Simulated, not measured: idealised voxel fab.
Name of the process module below: voxel capacitor over wiring
The width of the displayed cross-section, cut, is 150 nm; its cells are square, with a size of 5 nm.
If you're reading a cross-section in this doc, picture square cells in a grid; it comes to you as bands, top ones listed first down to the bottom, and a band can be one or more rows of cells. A band entry consists of two parts. The first gives the height of the band's top and the height of its bottom, in nm. The rest lists the band's materials from left to right, each with its width in nm. A single material labelled with the word "all across" fills the band from edge to edge, and the word "blank" marks empty space. Below 0: as-received wafer, all one material; heights counted from there. Lowest band: no bottom, goes on down, written "0 -> down". The width entry "30->40" should be interpreted row by row: the top row of cells in the band takes the first number, the bottom row takes the second number, and the change between adjacent rows is uniform throughout. Key: "identical to before" - step with no changed cell in the cross-section. Empty spaces counting at least 8 cells and having no open way to the top are listed in "Enclosed void list". The notation width x height at distance is used for each, the distance being from the left edge and all three values in nm. If you see something after the settings on a step's line, that's the simulator's own remark about that step. overlay nm: step with mask; distance mask lay right of planned place; negative value = left of planned place.

This section lists the process steps that were planned
1) RECEIVE,material Si
2) CONFORMAL_DEP,material SiO2,thk nm 15
3) CONFORMAL_DEP,material SiN,thk nm 5
4) DIRECTIONAL_DEP,material lowk,thk nm 20
5) PATTERN,tone open,mask id METAL_1,material resist,width nm 25,pitch nm 90,thk nm 20,overlay nm 0
6) DIRECTIONAL_ETCH,etch materials lowk,depth nm 20
7) DIRECTIONAL_ETCH,etch materials SiN,depth nm 5
8) STRIP,etch materials resist
9) CONFORMAL_DEP,material TiN,thk nm 5
10) FILL_DEP,material W,thk nm 5
11) CMP,height nm 40
12) CONFORMAL_DEP,material SiCN,thk nm 5
13) DIRECTIONAL_DEP,material lowk,thk nm 20
14) DIRECTIONAL_DEP,material aC,thk nm 15
15) PATTERN,tone open,mask id PLUG_1,material resist,width nm 15,thk nm 35,overlay nm -10
16) DIRECTIONAL_ETCH,etch materials aC,depth nm 15
17) STRIP,etch materials resist
18) DIRECTIONAL_ETCH,etch materials lowk,depth nm 20
19) DIRECTIONAL_ETCH,etch materials SiCN,depth nm 5
20) STRIP,etch materials aC
21) EPI,material Ru,thk nm 10
22) EPI,material Ru,thk nm 10
23) EPI,material Ru,thk nm 5
24) DIRECTIONAL_DEP,material TiN,thk nm 10
25) DIRECTIONAL_DEP,material Al2O3,thk nm 5
26) DIRECTIONAL_DEP,material TiN,thk nm 5
27) PATTERN,tone cover,mask id UPPER_PLATE,material resist,width nm 70,thk nm 20,overlay nm 0
28) DIRECTIONAL_ETCH,etch materials TiN,depth nm 5
29) DIRECTIONAL_ETCH,etch materials Al2O3,depth nm 5
30) STRIP,etch materials resist
31) DIRECTIONAL_DEP,material aC,thk nm 10
32) PATTERN,tone cover,mask id LOWER_PLATE,material resist,width nm 80,thk nm 25,overlay nm 0
33) DIRECTIONAL_ETCH,etch materials aC,depth nm 10
34) STRIP,etch materials resist
35) DIRECTIONAL_ETCH,etch materials TiN,depth nm 10
36) STRIP,etch materials aC
37) FILL_DEP,material SiO2,thk nm 20
38) CMP,height nm 100
39) DIRECTIONAL_DEP,material aC,thk nm 15
40) PATTERN,tone open,mask id PLUG_2,material resist,width nm 15,thk nm 30,overlay nm 0
41) DIRECTIONAL_ETCH,etch materials aC,depth nm 15
42) STRIP,etch materials resist
43) DIRECTIONAL_ETCH,etch materials SiO2,depth nm 15
44) STRIP,etch materials aC
45) CONFORMAL_DEP,material TiN,thk nm 5
46) FILL_DEP,material Cu,thk nm 10
47) CMP,height nm 100
48) CONFORMAL_DEP,material SiCN,thk nm 5
It is noted that the wafers described herein are identical at the outset and are distinguished by the overlay nm of step 15; the value stated in the plan corresponds to the first wafer.

Cross-section of the first of several wafers as received (after step 1)
> 0 -> down  Si all across
> Enclosed void list: none

Table: wafers, a row each; end-of-module cell change per material since receipt, gain (+), loss (-); then closed voids
overlay nm -10, +14 Al2O3, +2 Cu, +15 Ru, +57 SiCN, +20 SiN, +231 SiO2, +79 TiN, +24 W, +188 lowk, Enclosed void list: none
overlay nm -5, +14 Al2O3, +2 Cu, +15 Ru, +57 SiCN, +20 SiN, +231 SiO2, +79 TiN, +24 W, +188 lowk, Enclosed void list: none
overlay nm 0, +14 Al2O3, +2 Cu, +15 Ru, +57 SiCN, +20 SiN, +231 SiO2, +79 TiN, +24 W, +188 lowk, Enclosed void list: none
overlay nm 5, +14 Al2O3, +2 Cu, +15 Ru, +57 SiCN, +20 SiN, +231 SiO2, +79 TiN, +24 W, +188 lowk, Enclosed void list: none
overlay nm 10, +14 Al2O3, +2 Cu, +15 Ru, +57 SiCN, +20 SiN, +231 SiO2, +79 TiN, +24 W, +188 lowk, Enclosed void list: none
overlay nm 15, +14 Al2O3, +2 Cu, +57 SiCN, +20 SiN, +246 SiO2, +79 TiN, +24 W, +188 lowk, Enclosed void list: none
